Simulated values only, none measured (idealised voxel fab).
process module | voxel self aligned contacts
cross-section cut | 230 nm wide | cells 5 nm
A cross-section is a grid of square cells, given in bands from the top down. A band is one or more rows of cells.
Each band's line starts with the height of the band's top and of its bottom, in nm. Then come its materials from left to right, each with its width in nm. One material with "throughout" fills the band from edge to edge. "air" is empty space.
Height 0 is the level under which the wafer as received is all one material. The lowest band goes on downwards, as in "0 down".
A width such as "30 to 40" changes by the same amount from each row of cells to the next, from the band's top row to its bottom row.
"no change" after a step means that no cell of the cross-section changed.
closed voids: empty space of 8 cells or more with no open way to the top, each as width x height at its distance from the left edge, in nm
after a step's settings: what the simulator itself notes on the step
overlay nm, on a step with a mask: how far to the right of its planned place the mask lay; to the left if negative
plan
1 op RECEIVE | material Si
2 op OXIDIZE | depth nm 5
3 op DIRECTIONAL_DEP | material polySi | thk nm 30
4 op DIRECTIONAL_DEP | material SiN | thk nm 25
5 op MASKED_ETCH | tone cover | mask id GATE | width nm 35 | pitch nm 80 | etch materials SiN | depth nm 25 | overlay nm 0
6 op MASKED_ETCH | tone cover | mask id GATE | width nm 35 | pitch nm 80 | etch materials polySi | depth nm 30 | overlay nm 0
7 op CONFORMAL_DEP | material SiN | thk nm 10
8 op DIRECTIONAL_ETCH | etch materials SiN | depth nm 10
9 op FILL_DEP | material SiO2 | thk nm 15
10 op CMP | height nm 65
11 op PATTERN | tone open | mask id CONTACT | material resist | width nm 65 | pitch nm 80 | thk nm 15 | overlay nm 0
12 op DIRECTIONAL_ETCH | etch materials SiO2 | depth nm 70
13 op STRIP | etch materials resist
14 op CONFORMAL_DEP | material TiN | thk nm 5
15 op FILL_DEP | material Ru | thk nm 5
16 op CMP | height nm 55
17 op CONFORMAL_DEP | material SiCN | thk nm 5
varied across the wafers: height nm of step 16. The plan shows the first wafer's value. All wafers start alike
first wafer as received, after step 1
  0 down: Si throughout
  closed voids: none
each wafer at the end: cells of each material gained (+) or lost (-) since it was received, then its closed voids
height nm 55 | +66 Ru | -46 Si | +46 SiCN | +237 SiN | +69 SiO2 | +54 TiN | +126 polySi | closed voids: none
height nm 60 | +72 Ru | -46 Si | +46 SiCN | +237 SiN | +89 SiO2 | +74 TiN | +126 polySi | closed voids: none
height nm 65 | +94 Ru | -46 Si | +46 SiCN | +237 SiN | +109 SiO2 | +78 TiN | +126 polySi | closed voids: none
height nm 70 | +116 Ru | -46 Si | +46 SiCN | +237 SiN | +109 SiO2 | +102 TiN | +126 polySi | closed voids: none
height nm 75 | +162 Ru | -46 Si | +46 SiCN | +237 SiN | +109 SiO2 | +102 TiN | +126 polySi | closed voids: none
